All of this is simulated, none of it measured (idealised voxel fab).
Presented below is a process module, voxel tone inversion.
The figure presents cross-section cut, which has a width of 200 nm and is divided into square cells with an edge length of 5 nm.
Notation: cross-section as square-cell grid; stated in bands, top first, going down; one or more cell rows per band. This entry defines a band. It first specifies the height of the band's top and the height of its bottom in nm, and then specifies the band's materials from left to right, stating each material with its width in nm. The word "everywhere" identifies a single material that fills the band from edge to edge, while the word "air" identifies empty space. All heights in this document are referenced to 0, defined as the level beneath which the wafer, as received, consists entirely of one material. The lowest band is not bounded below; it extends indefinitely downward and is written in the form "0 and below". Think of "30 to 40" as a width that walks from the first number to the second as you go down the band, top row to bottom row, taking equal-sized steps from row to row. Any step labelled "identical to before" changed none of the cells in the cross-section. "Listed closed voids" enumerates empty spaces isolated from the top, with no open way to it, that contain at least 8 cells, giving each as width x height at distance from the left edge, all three in nm. Read whatever lies past the settings on a step's line as the simulator's own remark about the step. overlay nm: mask right of planned place by this much (step with mask). Neg. = left.

# Below is the list of planned process steps
1 RECEIVE, material Si
2 CONFORMAL_DEP, material SiCN, thk nm 5
3 DIRECTIONAL_DEP, material aC, thk nm 25
4 PATTERN, tone cover, mask id POSTS, material resist, width nm 20, pitch nm 35, thk nm 35, overlay nm 0
5 DIRECTIONAL_ETCH, etch materials aC, depth nm 25
6 STRIP, etch materials resist
7 FILL_DEP, material SiO2, thk nm 10
8 CMP, height nm 30
9 STRIP, etch materials aC
10 CONFORMAL_DEP, material TiN, thk nm 5
11 FILL_DEP, material Cu, thk nm 10
12 CMP, height nm 30
13 CONFORMAL_DEP, material SiCN, thk nm 5

# Cross-section of the wafer as it came to us, i.e., already through step 1
> 0 and below = Si everywhere
> Listed closed voids: none

# Post-module cross-section: identical start and plan to those above, one misstep in execution
> 35 down to 30 = SiCN everywhere
> 30 down to 25 = TiN 75 nm, Cu 10 nm, TiN 25 nm, Cu 10 nm, TiN 80 nm
> 25 down to 10 = SiO2 70 nm, TiN 5 nm, Cu 10 nm, TiN 5 nm, SiO2 15 nm, TiN 5 nm, Cu 10 nm, TiN 5 nm, SiO2 75 nm
> 10 down to 5 = SiO2 70 nm, TiN 20 nm, SiO2 15 nm, TiN 20 nm, SiO2 75 nm
> 5 down to 0 = SiCN everywhere
> 0 and below = Si everywhere
> Listed closed voids: none
what went wrong: step 8: run off-plan, actual operation and settings CMP, height nm 25
